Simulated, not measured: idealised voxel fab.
Presented below is a process module, voxel wiring stack.
Section cut is 155 nm wide and gridded with 5 nm square cells.
Cross-section, as written here: a square-cell grid given band by band from the top down, where a band holds one or more rows of cells.
Per band: top height and bottom height in nm, followed by the left-to-right materials and their widths in nm; "everywhere" marks a single material spanning edge to edge, "empty" marks empty space.
Beneath 0, the wafer as received is one material, and that level is where height counting begins. The lowest band goes on downward without a bottom; it is written like "z 0 and below".
Read "30 to 40" as a graded width: first number on top, second number at the bottom, same change between each pair of neighbouring rows.
Given "no alteration" for a step, no cell of the cross-section differs between before and after that step.
Under "closed voids" you'll find the enclosed gaps, the ones with no way out to the top, that are 8 cells or bigger; each reads width x height at distance, with distance counted from the left edge, everything in nm.
The remark found on a step's line after its settings is issued by the simulator itself and pertains to that step.
overlay nm: right-of-plan distance of the mask on a masked step; negative values mean left-of-plan.
**The steps planned for the process are as follows**
1: RECEIVE: material Si
2: CONFORMAL_DEP: material SiO2, thk nm 10
3: CONFORMAL_DEP: material SiN, thk nm 5
4: DIRECTIONAL_DEP: material lowk, thk nm 25
5: PATTERN: tone open, mask id METAL_1, material resist, width nm 25, pitch nm 55, thk nm 20, overlay nm 0
6: DIRECTIONAL_ETCH: etch materials lowk, depth nm 25
7: DIRECTIONAL_ETCH: etch materials SiN, depth nm 5
8: STRIP: etch materials resist
9: CONFORMAL_DEP: material TiN, thk nm 5
10: FILL_DEP: material Ru, thk nm 10
11: CMP: height nm 40
12: EPI: material Ru, thk nm 5
13: FILL_DEP: material SiCN, thk nm 5
14: DIRECTIONAL_DEP: material lowk, thk nm 15
15: MASKED_ETCH: tone open, mask id PLUG_1, width nm 15, etch materials lowk, depth nm 15, overlay nm 0
16: MASKED_ETCH: tone open, mask id PLUG_1, width nm 15, etch materials SiCN, depth nm 5, overlay nm 0
17: EPI: material Ru, thk nm 10
18: EPI: material Ru, thk nm 10
19: DIRECTIONAL_DEP: material TiN, thk nm 5
20: DIRECTIONAL_DEP: material W, thk nm 20
21: DIRECTIONAL_DEP: material aC, thk nm 15
22: PATTERN: tone cover, mask id METAL_2, material resist, width nm 25, pitch nm 55, thk nm 30, overlay nm 0
23: DIRECTIONAL_ETCH: etch materials aC, depth nm 15
24: STRIP: etch materials resist
25: DIRECTIONAL_ETCH: etch materials W, depth nm 20
26: DIRECTIONAL_ETCH: etch materials TiN, depth nm 5
27: STRIP: etch materials aC
28: FILL_DEP: material SiO2, thk nm 5
29: CMP: height nm 90
30: CONFORMAL_DEP: material SiCN, thk nm 5
**Wafer, first of two, run as planned**
**Shown in cross-section is the wafer as received, that is, as it stands after step 1**
- z 0 and below | Si everywhere
- closed voids: none
**Wafer after step 2 (cross-section)**
- z 10 to 0 | SiO2 everywhere
- Unchanged below 0.
**Wafer after step 3 (cross-section)**
- z 15 to 10 | SiN everywhere
- Unchanged below 10.
**Wafer after step 4 (cross-section)**
- z 40 to 15 | lowk everywhere
- Unchanged below 15.
**Wafer after step 5 (cross-section)**
- z 60 to 40 | resist 35 nm  empty 25 nm  resist 30 nm  empty 25 nm  resist 40 nm
- Unchanged below 40.
**Wafer after step 6 (cross-section)**
- z 60 to 40 | resist 35 nm  empty 25 nm  resist 30 nm  empty 25 nm  resist 40 nm
- z 40 to 15 | lowk 35 nm  empty 25 nm  lowk 30 nm  empty 25 nm  lowk 40 nm
- Unchanged below 15.
**Wafer after step 7 (cross-section)**
- z 60 to 40 | resist 35 nm  empty 25 nm  resist 30 nm  empty 25 nm  resist 40 nm
- z 40 to 15 | lowk 35 nm  empty 25 nm  lowk 30 nm  empty 25 nm  lowk 40 nm
- z 15 to 10 | SiN 35 nm  empty 25 nm  SiN 30 nm  empty 25 nm  SiN 40 nm
- Unchanged below 10.
**Wafer after step 8 (cross-section)**
- z 40 to 15 | lowk 35 nm  empty 25 nm  lowk 30 nm  empty 25 nm  lowk 40 nm
- Unchanged below 15.
**Wafer after step 9 (cross-section)**
- z 45 to 40 | TiN 40 nm  empty 15 nm  TiN 40 nm  empty 15 nm  TiN 45 nm
- z 40 to 15 | lowk 35 nm  TiN 5 nm  empty 15 nm  TiN 5 nm  lowk 30 nm  TiN 5 nm  empty 15 nm  TiN 5 nm  lowk 40 nm
- z 15 to 10 | SiN 35 nm  TiN 25 nm  SiN 30 nm  TiN 25 nm  SiN 40 nm
- Unchanged below 10.
**Wafer after step 10 (cross-section)**
- z 55 to 45 | Ru everywhere
- z 45 to 40 | TiN 40 nm  Ru 15 nm  TiN 40 nm  Ru 15 nm  TiN 45 nm
- z 40 to 15 | lowk 35 nm  TiN 5 nm  Ru 15 nm  TiN 5 nm  lowk 30 nm  TiN 5 nm  Ru 15 nm  TiN 5 nm  lowk 40 nm
- Unchanged below 15.
**Wafer after step 11 (cross-section)**
- z 40 to 15 | lowk 35 nm  TiN 5 nm  Ru 15 nm  TiN 5 nm  lowk 30 nm  TiN 5 nm  Ru 15 nm  TiN 5 nm  lowk 40 nm
- Unchanged below 15.
**Wafer after step 12 (cross-section)**
- z 45 to 40 | empty 30 nm  Ru 35 nm  empty 20 nm  Ru 35 nm  empty 35 nm
- Unchanged below 40.
**Wafer after step 13 (cross-section)**
- z 50 to 45 | SiCN everywhere
- z 45 to 40 | SiCN 30 nm  Ru 35 nm  SiCN 20 nm  Ru 35 nm  SiCN 35 nm
- Unchanged below 40.
**Wafer after step 14 (cross-section)**
- z 65 to 50 | lowk everywhere
- Unchanged below 50.
**Wafer after step 15 (cross-section)**
- z 65 to 50 | lowk 35 nm  empty 15 nm  lowk 105 nm
- Unchanged below 50.
**Wafer after step 16 (cross-section)**
- z 65 to 50 | lowk 35 nm  empty 15 nm  lowk 105 nm
- z 50 to 45 | SiCN 35 nm  empty 15 nm  SiCN 105 nm
- Unchanged below 45.
**Wafer after step 17 (cross-section)**
- z 65 to 55 | lowk 35 nm  empty 15 nm  lowk 105 nm
- z 55 to 50 | lowk 35 nm  Ru 15 nm  lowk 105 nm
- z 50 to 45 | SiCN 35 nm  Ru 15 nm  SiCN 105 nm
- Unchanged below 45.
**Wafer after step 18 (cross-section)**
- z 65 to 50 | lowk 35 nm  Ru 15 nm  lowk 105 nm
- Unchanged below 50.
**Wafer after step 19 (cross-section)**
- z 70 to 65 | TiN everywhere
- Unchanged below 65.
**Wafer after step 20 (cross-section)**
- z 90 to 70 | W everywhere
- Unchanged below 70.
**Wafer after step 21 (cross-section)**
- z 105 to 90 | aC everywhere
- Unchanged below 90.
**Wafer after step 22 (cross-section)**
- z 135 to 105 | empty 35 nm  resist 25 nm  empty 30 nm  resist 25 nm  empty 40 nm
- Unchanged below 105.
**Wafer after step 23 (cross-section)**
- z 120 to 105 | empty 35 nm  resist 25 nm  empty 30 nm  resist 25 nm  empty 40 nm
- z 105 to 90 | empty 35 nm  aC 25 nm  empty 30 nm  aC 25 nm  empty 40 nm
- Unchanged below 90.
**Wafer after step 24 (cross-section)**
- z 105 to 90 | empty 35 nm  aC 25 nm  empty 30 nm  aC 25 nm  empty 40 nm
- Unchanged below 90.
**Wafer after step 25 (cross-section)**
- z 105 to 90 | empty 35 nm  aC 25 nm  empty 30 nm  aC 25 nm  empty 40 nm
- z 90 to 70 | empty 35 nm  W 25 nm  empty 30 nm  W 25 nm  empty 40 nm
- Unchanged below 70.
**Wafer after step 26 (cross-section)**
- z 105 to 90 | empty 35 nm  aC 25 nm  empty 30 nm  aC 25 nm  empty 40 nm
- z 90 to 70 | empty 35 nm  W 25 nm  empty 30 nm  W 25 nm  empty 40 nm
- z 70 to 65 | empty 35 nm  TiN 25 nm  empty 30 nm  TiN 25 nm  empty 40 nm
- Unchanged below 65.
**Wafer after step 27 (cross-section)**
- z 90 to 70 | empty 35 nm  W 25 nm  empty 30 nm  W 25 nm  empty 40 nm
- Unchanged below 70.
**Wafer after step 28 (cross-section)**
- z 95 to 90 | SiO2 everywhere
- z 90 to 70 | SiO2 35 nm  W 25 nm  SiO2 30 nm  W 25 nm  SiO2 40 nm
- z 70 to 65 | SiO2 35 nm  TiN 25 nm  SiO2 30 nm  TiN 25 nm  SiO2 40 nm
- Unchanged below 65.
**Wafer after step 29 (cross-section)**
- z 90 to 70 | SiO2 35 nm  W 25 nm  SiO2 30 nm  W 25 nm  SiO2 40 nm
- Unchanged below 70.
**Wafer after step 30 (cross-section)**
- z 95 to 90 | SiCN everywhere
- Unchanged below 90.
**Second wafer: same start and same plan as the first, one execution error; identical to the first through step 14**
**Cross-section of the second wafer at the time by which step 15 should have been completed according to the plan**
- z 65 to 55 | lowk 35 nm  empty 15 nm  lowk 105 nm
- Unchanged below 55.
Cross-section of the second wafer at the time by which step 16 should have been completed according to the plan: no alteration
Cross-section of the second wafer at the time by which step 17 should have been completed according to the plan: no alteration
Cross-section of the second wafer at the time by which step 18 should have been completed according to the plan: no alteration
**Cross-section of the second wafer at the time by which step 19 should have been completed according to the plan**
- z 70 to 65 | TiN 35 nm  empty 15 nm  TiN 105 nm
- z 65 to 60 | lowk 35 nm  empty 15 nm  lowk 105 nm
- z 60 to 55 | lowk 35 nm  TiN 15 nm  lowk 105 nm
- Unchanged below 55.
**Cross-section of the second wafer at the time by which step 20 should have been completed according to the plan**
- z 90 to 80 | W 35 nm  empty 15 nm  W 105 nm
- z 80 to 70 | W everywhere
- z 70 to 65 | TiN 35 nm  W 15 nm  TiN 105 nm
- z 65 to 60 | lowk 35 nm  W 15 nm  lowk 105 nm
- Unchanged below 60.
**Cross-section of the second wafer at the time by which step 21 should have been completed according to the plan**
- z 105 to 95 | aC 35 nm  empty 15 nm  aC 105 nm
- z 95 to 90 | aC everywhere
- z 90 to 80 | W 35 nm  aC 15 nm  W 105 nm
- Unchanged below 80.
**Cross-section of the second wafer at the time by which step 22 should have been completed according to the plan**
- z 135 to 105 | empty 35 nm  resist 25 nm  empty 30 nm  resist 25 nm  empty 40 nm
- z 105 to 95 | aC 35 nm  resist 15 nm  aC 105 nm
- Unchanged below 95.
**Cross-section of the second wafer at the time by which step 23 should have been completed according to the plan**
- z 120 to 105 | empty 35 nm  resist 25 nm  empty 30 nm  resist 25 nm  empty 40 nm
- z 105 to 95 | empty 35 nm  resist 15 nm  aC 10 nm  empty 30 nm  aC 25 nm  empty 40 nm
- z 95 to 90 | empty 35 nm  aC 25 nm  empty 30 nm  aC 25 nm  empty 40 nm
- Unchanged below 90.
**Cross-section of the second wafer at the time by which step 24 should have been completed according to the plan**
- z 105 to 95 | empty 50 nm  aC 10 nm  empty 30 nm  aC 25 nm  empty 40 nm
- Unchanged below 95.
**Cross-section of the second wafer at the time by which step 25 should have been completed according to the plan**
- z 105 to 95 | empty 50 nm  aC 10 nm  empty 30 nm  aC 25 nm  empty 40 nm
- z 95 to 90 | empty 35 nm  aC 25 nm  empty 30 nm  aC 25 nm  empty 40 nm
- z 90 to 80 | empty 35 nm  aC 15 nm  W 10 nm  empty 30 nm  W 25 nm  empty 40 nm
- z 80 to 70 | empty 35 nm  W 25 nm  empty 30 nm  W 25 nm  empty 40 nm
- Unchanged below 70.
**Cross-section of the second wafer at the time by which step 26 should have been completed according to the plan**
- z 105 to 95 | empty 50 nm  aC 10 nm  empty 30 nm  aC 25 nm  empty 40 nm
- z 95 to 90 | empty 35 nm  aC 25 nm  empty 30 nm  aC 25 nm  empty 40 nm
- z 90 to 80 | empty 35 nm  aC 15 nm  W 10 nm  empty 30 nm  W 25 nm  empty 40 nm
- z 80 to 70 | empty 35 nm  W 25 nm  empty 30 nm  W 25 nm  empty 40 nm
- z 70 to 65 | empty 35 nm  W 15 nm  TiN 10 nm  empty 30 nm  TiN 25 nm  empty 40 nm
- Unchanged below 65.
**Cross-section of the second wafer at the time by which step 27 should have been completed according to the plan**
- z 90 to 80 | empty 50 nm  W 10 nm  empty 30 nm  W 25 nm  empty 40 nm
- Unchanged below 80.
**Cross-section of the second wafer at the time by which step 28 should have been completed according to the plan**
- z 95 to 90 | SiO2 everywhere
- z 90 to 80 | SiO2 50 nm  W 10 nm  SiO2 30 nm  W 25 nm  SiO2 40 nm
- z 80 to 70 | SiO2 35 nm  W 25 nm  SiO2 30 nm  W 25 nm  SiO2 40 nm
- z 70 to 65 | SiO2 35 nm  W 15 nm  TiN 10 nm  SiO2 30 nm  TiN 25 nm  SiO2 40 nm
- Unchanged below 65.
**Cross-section of the second wafer at the time by which step 29 should have been completed according to the plan**
- z 90 to 80 | SiO2 50 nm  W 10 nm  SiO2 30 nm  W 25 nm  SiO2 40 nm
- Unchanged below 80.
**Cross-section of the second wafer at the time by which step 30 should have been completed according to the plan**
- z 95 to 90 | SiCN everywhere
- Unchanged below 90.
Plan not followed: step 15 did not use the planned setting and instead ran as MASKED_ETCH: tone open, mask id PLUG_1, width nm 15, etch materials lowk, depth nm 10, overlay nm 0
Final tally in cells, some materials are higher or lower on the second wafer than on the first: Ru -12, SiCN +3, SiO2 +6, lowk +3
